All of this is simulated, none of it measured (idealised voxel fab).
Process module heading - voxel ribs on slabs
The width of the displayed cross-section, cut, is 275 nm; its cells are square, with a size of 5 nm.
Throughout this document, each cross-section is represented as a grid of square cells and is presented as a sequence of bands enumerated from the top downward, where a band comprises one or more rows of cells. In this notation a band is specified by the heights of its top and bottom, in that order and in nm, after which its materials appear from left to right, each paired with its width in nm. The word "all across" attached to a single material means that material fills the band from edge to edge; the word "blank" stands for empty space. The level at which height equals 0 is the one under which the wafer, as it arrives, is entirely one material. No lower edge exists for the bottom band, which continues downward and is notated as in "z 0 and below". Read "30..40" as a graded width: first number on top, second number at the bottom, same change between each pair of neighbouring rows. Basically "changes: none" means that step didn't change any cell in the cross-section. Enclosed voids (no open way to top), threshold 8 cells or more, entry "Listed closed voids", notation width x height at distance, distance from left edge, nm. What comes after the settings on a step's line is commentary from the simulator itself on that step. overlay nm: on a step with a mask, how far right of its planned place the mask lay; negative means left.

# Process steps foreseen in the plan
| 1 | RECEIVE,material Si |
| 2 | DIRECTIONAL_DEP,material SiO2,thk nm 25 |
| 3 | DIRECTIONAL_DEP,material SiN,thk nm 15 |
| 4 | MASKED_ETCH,tone cover,mask id RIB,width nm 15,etch materials SiN,depth nm 10,overlay nm 0 |
| 5 | PATTERN,tone cover,mask id SLAB,material resist,width nm 55,thk nm 20,overlay nm 0 |
| 6 | DIRECTIONAL_ETCH,etch materials SiN,depth nm 5 |
| 7 | STRIP,etch materials resist |
| 8 | FILL_DEP,material SiO2,thk nm 15 |
| 9 | CMP,height nm 50 |
| 10 | DIRECTIONAL_DEP,material TiN,thk nm 10 |
| 11 | PATTERN,tone cover,mask id HEATER,material resist,width nm 25,thk nm 15,overlay nm 0 |
| 12 | DIRECTIONAL_ETCH,etch materials TiN,depth nm 10 |
| 13 | STRIP,etch materials resist |
| 14 | CONFORMAL_DEP,material SiN,thk nm 5 |

# First of two wafers - as planned

# Here's what the wafer looked like in cross-section when it arrived - that's after step 1
  z 0 and below = Si all across
  Listed closed voids: none

# Cross-section of the wafer after step 2
  z 25 to 0 = SiO2 all across
  Rest of section, below 0: as before.

# Cross-section of the wafer after step 3
  z 40 to 25 = SiN all across
  Rest of section, below 25: as before.

# Cross-section of the wafer after step 4
  z 40 to 30 = blank 130 / SiN 15 / blank 130
  Rest of section, below 30: as before.

# Cross-section of the wafer after step 5
  z 60 to 40 = blank 110 / resist 55 / blank 110
  z 40 to 30 = blank 110 / resist 20 / SiN 15 / resist 20 / blank 110
  Rest of section, below 30: as before.

# Cross-section of the wafer after step 6
  z 60 to 40 = blank 110 / resist 55 / blank 110
  z 40 to 30 = blank 110 / resist 20 / SiN 15 / resist 20 / blank 110
  z 30 to 25 = blank 110 / SiN 55 / blank 110
  Rest of section, below 25: as before.

# Cross-section of the wafer after step 7
  z 40 to 30 = blank 130 / SiN 15 / blank 130
  Rest of section, below 30: as before.

# Cross-section of the wafer after step 8
  z 55 to 40 = SiO2 all across
  z 40 to 30 = SiO2 130 / SiN 15 / SiO2 130
  z 30 to 25 = SiO2 110 / SiN 55 / SiO2 110
  Rest of section, below 25: as before.

# Cross-section of the wafer after step 9
  z 50 to 40 = SiO2 all across
  Rest of section, below 40: as before.

# Cross-section of the wafer after step 10
  z 60 to 50 = TiN all across
  Rest of section, below 50: as before.

# Cross-section of the wafer after step 11
  z 75 to 60 = blank 125 / resist 25 / blank 125
  Rest of section, below 60: as before.

# Cross-section of the wafer after step 12
  z 75 to 60 = blank 125 / resist 25 / blank 125
  z 60 to 50 = blank 125 / TiN 25 / blank 125
  Rest of section, below 50: as before.

# Cross-section of the wafer after step 13
  z 60 to 50 = blank 125 / TiN 25 / blank 125
  Rest of section, below 50: as before.

# Cross-section of the wafer after step 14
  z 65 to 60 = blank 120 / SiN 35 / blank 120
  z 60 to 55 = blank 120 / SiN 5 / TiN 25 / SiN 5 / blank 120
  z 55 to 50 = SiN 125 / TiN 25 / SiN 125
  Rest of section, below 50: as before.

# Here the second wafer is described. Its start and its plan were those of the first wafer. Its run contained one mistake. Up to and including step 13, it did exactly what the first wafer did

Cross-section, second wafer, at the end time the plan gives for step 14: changes: none
Against the plan, the run slipped here: execution of step 14 of the plan did not take place, the step having been omitted
Cell-count delta at end, second wafer over first, by material: SiN: 59 fewer
